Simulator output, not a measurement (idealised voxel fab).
process module | voxel transistor to metal
cross-section cut | 285 nm wide | cells 5 nm
A cross-section is a grid of square cells, given in bands from the top down. A band is one or more rows of cells.
Each band's line starts with the height of the band's top and of its bottom, in nm. Then come its materials from left to right, each with its width in nm. One material with "throughout" fills the band from edge to edge. "air" is empty space.
Height 0 is the level under which the wafer as received is all one material. The lowest band goes on downwards, as in "0 down".
A width such as "30 to 40" changes by the same amount from each row of cells to the next, from the band's top row to its bottom row.
"no change" after a step means that no cell of the cross-section changed.
closed voids: empty space of 8 cells or more with no open way to the top, each as width x height at its distance from the left edge, in nm
after a step's settings: what the simulator itself notes on the step
overlay nm, on a step with a mask: how far to the right of its planned place the mask lay; to the left if negative
Each pair below shows a cross-section before one step and the cross-section after it, down to the lowest band that changed. The line under each pair gives the step between them, with its settings. The pairs can come from different runs of this module on the same starting wafer, so a pair continues from the pair above only where its "before" says so.
before
  10 to 0: SiN 15 | air 115 | SiN 20 | air 115 | SiN 20
  0 to -5: SiO2 15 | air 115 | SiO2 20 | air 115 | SiO2 20
  -5 to -25: Si 15 | air 115 | Si 20 | air 115 | Si 20
  -25 down: Si throughout
  closed voids: none
after
  25 to 10: SiO2 throughout
  10 to 0: SiN 15 | SiO2 115 | SiN 20 | SiO2 115 | SiN 20
  0 to -5: SiO2 throughout
  -5 to -25: Si 15 | SiO2 115 | Si 20 | SiO2 115 | Si 20
  below -25: unchanged
  closed voids: none
the step between: op FILL_DEP | material SiO2 | thk nm 15
before: the cross-section after the pair above
after
  10 to 0: SiN 15 | SiO2 115 | SiN 20 | SiO2 115 | SiN 20
  below 0: unchanged
  closed voids: none
the step between: op CMP | height nm 10
before: the cross-section after the pair above
after
  10 to 0: SiN 15 | air 115 | SiN 20 | air 115 | SiN 20
  below 0: unchanged
  closed voids: none
the step between: op SELECTIVE_ETCH | etch materials SiO2 | depth nm 10
before: the cross-section after the pair above
after
  0 to -5: SiO2 throughout
  below -5: unchanged
  closed voids: none
the step between: op STRIP | etch materials SiN
before: the cross-section after the pair above
after
  -5 to -25: Si 15 | SiO2 115 | Si 20 | SiO2 115 | Si 20
  below -25: unchanged
  closed voids: none
the step between: op SELECTIVE_ETCH | etch materials SiO2 | depth nm 5
before: the cross-section after the pair above
after
  -5 to -10: SiO2 throughout
  below -10: unchanged
  closed voids: none
the step between: op OXIDIZE | depth nm 5
before: the cross-section after the pair above
after
  20 to -5: polySi throughout
  below -5: unchanged
  closed voids: none
the step between: op DIRECTIONAL_DEP | material polySi | thk nm 25
before: the cross-section after the pair above
after
  30 to 20: SiCN throughout
  below 20: unchanged
  closed voids: none
the step between: op DIRECTIONAL_DEP | material SiCN | thk nm 10
before: the cross-section after the pair above
after
  30 to 20: air 65 | SiCN 15 | air 120 | SiCN 15 | air 70
  below 20: unchanged
  closed voids: none
the step between: op MASKED_ETCH | tone cover | mask id GATE | width nm 15 | pitch nm 135 | etch materials SiCN | depth nm 20 | overlay nm 0
before: the cross-section after the pair above
after
  30 to 20: air 65 | SiCN 15 | air 120 | SiCN 15 | air 70
  20 to -5: air 65 | polySi 15 | air 120 | polySi 15 | air 70
  below -5: unchanged
  closed voids: none
the step between: op MASKED_ETCH | tone cover | mask id GATE | width nm 15 | pitch nm 135 | etch materials polySi | depth nm 35 | overlay nm 0
before: the cross-section after the pair above
after
  35 to 30: air 60 | SiN 25 | air 110 | SiN 25 | air 65
  30 to 20: air 60 | SiN 5 | SiCN 15 | SiN 5 | air 110 | SiN 5 | SiCN 15 | SiN 5 | air 65
  20 to 0: air 60 | SiN 5 | polySi 15 | SiN 5 | air 110 | SiN 5 | polySi 15 | SiN 5 | air 65
  0 to -5: SiN 65 | polySi 15 | SiN 120 | polySi 15 | SiN 70
  below -5: unchanged
  closed voids: none
the step between: op CONFORMAL_DEP | material SiN | thk nm 5
before: the cross-section after the pair above
after
  30 to 20: air 60 | SiN 5 | SiCN 15 | SiN 5 | air 110 | SiN 5 | SiCN 15 | SiN 5 | air 65
  20 to -5: air 60 | SiN 5 | polySi 15 | SiN 5 | air 110 | SiN 5 | polySi 15 | SiN 5 | air 65
  below -5: unchanged
  closed voids: none
the step between: op DIRECTIONAL_ETCH | etch materials SiN | depth nm 5
before: the cross-section after the pair above
after
  30 to 20: air 60 | SiN 5 | SiCN 15 | SiN 5 | air 110 | SiN 5 | SiCN 15 | SiN 5 | air 65
  20 to -5: air 60 | SiN 5 | polySi 15 | SiN 5 | air 110 | SiN 5 | polySi 15 | SiN 5 | air 65
  -5 to -10: air 60 | SiO2 25 | air 110 | SiO2 25 | air 65
  below -10: unchanged
  closed voids: none
the step between: op DIRECTIONAL_ETCH | etch materials SiO2 | depth nm 5
before: the cross-section after the pair above
after
  30 to 20: air 60 | SiN 5 | SiCN 15 | SiN 5 | air 110 | SiN 5 | SiCN 15 | SiN 5 | air 65
  20 to -5: air 60 | SiN 5 | polySi 15 | SiN 5 | air 110 | SiN 5 | polySi 15 | SiN 5 | air 65
  -5 to -10: nSi 20 | air 40 | SiO2 25 | air 40 | nSi 30 | air 40 | SiO2 25 | air 40 | nSi 25
  below -10: unchanged
  closed voids: none
the step between: op EPI | material nSi | thk nm 5
before: the cross-section after the pair above
after
  35 to 30: SiO2 throughout
  30 to 20: SiO2 60 | SiN 5 | SiCN 15 | SiN 5 | SiO2 110 | SiN 5 | SiCN 15 | SiN 5 | SiO2 65
  20 to -5: SiO2 60 | SiN 5 | polySi 15 | SiN 5 | SiO2 110 | SiN 5 | polySi 15 | SiN 5 | SiO2 65
  -5 to -10: nSi 20 | SiO2 105 | nSi 30 | SiO2 105 | nSi 25
  below -10: unchanged
  closed voids: none
the step between: op FILL_DEP | material SiO2 | thk nm 5
before: the cross-section after the pair above
after
  30 to 20: SiO2 60 | SiN 5 | SiCN 15 | SiN 5 | SiO2 110 | SiN 5 | SiCN 15 | SiN 5 | SiO2 65
  below 20: unchanged
  closed voids: none
the step between: op CMP | height nm 30
before: the cross-section after the pair above
after
  45 to 30: SiO2 throughout
  below 30: unchanged
  closed voids: none
the step between: op DIRECTIONAL_DEP | material SiO2 | thk nm 15
before: the cross-section after the pair above
after
  45 to 30: SiO2 25 | air 20 | SiO2 55 | air 20 | SiO2 40 | air 20 | SiO2 55 | air 20 | SiO2 30
  30 to 20: SiO2 25 | air 20 | SiO2 15 | SiN 5 | SiCN 15 | SiN 5 | SiO2 15 | air 20 | SiO2 40 | air 20 | SiO2 15 | SiN 5 | SiCN 15 | SiN 5 | SiO2 15 | air 20 | SiO2 30
  20 to -5: SiO2 25 | air 20 | SiO2 15 | SiN 5 | polySi 15 | SiN 5 | SiO2 15 | air 20 | SiO2 40 | air 20 | SiO2 15 | SiN 5 | polySi 15 | SiN 5 | SiO2 15 | air 20 | SiO2 30
  below -5: unchanged
  closed voids: none
the step between: op MASKED_ETCH | tone open | mask id CONTACT | width nm 20 | etch materials SiO2 | depth nm 50 | overlay nm 0
before: the cross-section after the pair above
after
  50 to 45: TiN 30 | air 10 | TiN 65 | air 10 | TiN 50 | air 10 | TiN 65 | air 10 | TiN 35
  45 to 30: SiO2 25 | TiN 5 | air 10 | TiN 5 | SiO2 55 | TiN 5 | air 10 | TiN 5 | SiO2 40 | TiN 5 | air 10 | TiN 5 | SiO2 55 | TiN 5 | air 10 | TiN 5 | SiO2 30
  30 to 20: SiO2 25 | TiN 5 | air 10 | TiN 5 | SiO2 15 | SiN 5 | SiCN 15 | SiN 5 | SiO2 15 | TiN 5 | air 10 | TiN 5 | SiO2 40 | TiN 5 | air 10 | TiN 5 | SiO2 15 | SiN 5 | SiCN 15 | SiN 5 | SiO2 15 | TiN 5 | air 10 | TiN 5 | SiO2 30
  20 to 0: SiO2 25 | TiN 5 | air 10 | TiN 5 | SiO2 15 | SiN 5 | polySi 15 | SiN 5 | SiO2 15 | TiN 5 | air 10 | TiN 5 | SiO2 40 | TiN 5 | air 10 | TiN 5 | SiO2 15 | SiN 5 | polySi 15 | SiN 5 | SiO2 15 | TiN 5 | air 10 | TiN 5 | SiO2 30
  0 to -5: SiO2 25 | TiN 20 | SiO2 15 | SiN 5 | polySi 15 | SiN 5 | SiO2 15 | TiN 20 | SiO2 40 | TiN 20 | SiO2 15 | SiN 5 | polySi 15 | SiN 5 | SiO2 15 | TiN 20 | SiO2 30
  below -5: unchanged
  closed voids: none
the step between: op CONFORMAL_DEP | material TiN | thk nm 5
before: the cross-section after the pair above
after
  55 to 50: W throughout
  50 to 45: TiN 30 | W 10 | TiN 65 | W 10 | TiN 50 | W 10 | TiN 65 | W 10 | TiN 35
  45 to 30: SiO2 25 | TiN 5 | W 10 | TiN 5 | SiO2 55 | TiN 5 | W 10 | TiN 5 | SiO2 40 | TiN 5 | W 10 | TiN 5 | SiO2 55 | TiN 5 | W 10 | TiN 5 | SiO2 30
  30 to 20: SiO2 25 | TiN 5 | W 10 | TiN 5 | SiO2 15 | SiN 5 | SiCN 15 | SiN 5 | SiO2 15 | TiN 5 | W 10 | TiN 5 | SiO2 40 | TiN 5 | W 10 | TiN 5 | SiO2 15 | SiN 5 | SiCN 15 | SiN 5 | SiO2 15 | TiN 5 | W 10 | TiN 5 | SiO2 30
  20 to 0: SiO2 25 | TiN 5 | W 10 | TiN 5 | SiO2 15 | SiN 5 | polySi 15 | SiN 5 | SiO2 15 | TiN 5 | W 10 | TiN 5 | SiO2 40 | TiN 5 | W 10 | TiN 5 | SiO2 15 | SiN 5 | polySi 15 | SiN 5 | SiO2 15 | TiN 5 | W 10 | TiN 5 | SiO2 30
  below 0: unchanged
  closed voids: none
the step between: op FILL_DEP | material W | thk nm 5
before: the cross-section after the pair above
after
  45 to 30: SiO2 25 | TiN 5 | W 10 | TiN 5 | SiO2 55 | TiN 5 | W 10 | TiN 5 | SiO2 40 | TiN 5 | W 10 | TiN 5 | SiO2 55 | TiN 5 | W 10 | TiN 5 | SiO2 30
  below 30: unchanged
  closed voids: none
the step between: op CMP | height nm 45
before: the cross-section after the pair above
after
  50 to 45: SiCN throughout
  below 45: unchanged
  closed voids: none
the step between: op CONFORMAL_DEP | material SiCN | thk nm 5
before: the cross-section after the pair above
after
  75 to 50: SiO2 throughout
  below 50: unchanged
  closed voids: none
the step between: op DIRECTIONAL_DEP | material SiO2 | thk nm 25
before: the cross-section after the pair above
after
  95 to 75: resist 25 | air 20 | resist 55 | air 20 | resist 40 | air 20 | resist 55 | air 20 | resist 30
  below 75: unchanged
  closed voids: none
the step between: op PATTERN | tone open | mask id METAL_1 | material resist | width nm 20 | thk nm 20 | overlay nm 0
before: the cross-section after the pair above
after
  95 to 75: resist 25 | air 20 | resist 55 | air 20 | resist 40 | air 20 | resist 55 | air 20 | resist 30
  75 to 50: SiO2 25 | air 20 | SiO2 55 | air 20 | SiO2 40 | air 20 | SiO2 55 | air 20 | SiO2 30
  below 50: unchanged
  closed voids: none
the step between: op DIRECTIONAL_ETCH | etch materials SiO2 | depth nm 25
before: the cross-section after the pair above
after
  95 to 75: resist 25 | air 20 | resist 55 | air 20 | resist 40 | air 20 | resist 55 | air 20 | resist 30
  75 to 50: SiO2 25 | air 20 | SiO2 55 | air 20 | SiO2 40 | air 20 | SiO2 55 | air 20 | SiO2 30
  50 to 45: SiCN 25 | air 20 | SiCN 55 | air 20 | SiCN 40 | air 20 | SiCN 55 | air 20 | SiCN 30
  below 45: unchanged
  closed voids: none
the step between: op DIRECTIONAL_ETCH | etch materials SiCN | depth nm 5
before: the cross-section after the pair above
after
  75 to 50: SiO2 25 | air 20 | SiO2 55 | air 20 | SiO2 40 | air 20 | SiO2 55 | air 20 | SiO2 30
  below 50: unchanged
  closed voids: none
the step between: op STRIP | etch materials resist
before: the cross-section after the pair above
after
  80 to 75: TiN 30 | air 10 | TiN 65 | air 10 | TiN 50 | air 10 | TiN 65 | air 10 | TiN 35
  75 to 50: SiO2 25 | TiN 5 | air 10 | TiN 5 | SiO2 55 | TiN 5 | air 10 | TiN 5 | SiO2 40 | TiN 5 | air 10 | TiN 5 | SiO2 55 | TiN 5 | air 10 | TiN 5 | SiO2 30
  50 to 45: SiCN 25 | TiN 20 | SiCN 55 | TiN 20 | SiCN 40 | TiN 20 | SiCN 55 | TiN 20 | SiCN 30
  below 45: unchanged
  closed voids: none
the step between: op CONFORMAL_DEP | material TiN | thk nm 5
before: the cross-section after the pair above
after
  90 to 80: Cu throughout
  80 to 75: TiN 30 | Cu 10 | TiN 65 | Cu 10 | TiN 50 | Cu 10 | TiN 65 | Cu 10 | TiN 35
  75 to 50: SiO2 25 | TiN 5 | Cu 10 | TiN 5 | SiO2 55 | TiN 5 | Cu 10 | TiN 5 | SiO2 40 | TiN 5 | Cu 10 | TiN 5 | SiO2 55 | TiN 5 | Cu 10 | TiN 5 | SiO2 30
  below 50: unchanged
  closed voids: none
the step between: op FILL_DEP | material Cu | thk nm 10
before: the cross-section after the pair above
after
  75 to 50: SiO2 25 | TiN 5 | Cu 10 | TiN 5 | SiO2 55 | TiN 5 | Cu 10 | TiN 5 | SiO2 40 | TiN 5 | Cu 10 | TiN 5 | SiO2 55 | TiN 5 | Cu 10 | TiN 5 | SiO2 30
  below 50: unchanged
  closed voids: none
the step between: op CMP | height nm 75
before: the cross-section after the pair above
after
  80 to 75: SiCN throughout
  below 75: unchanged
  closed voids: none
the step between: op CONFORMAL_DEP | material SiCN | thk nm 5
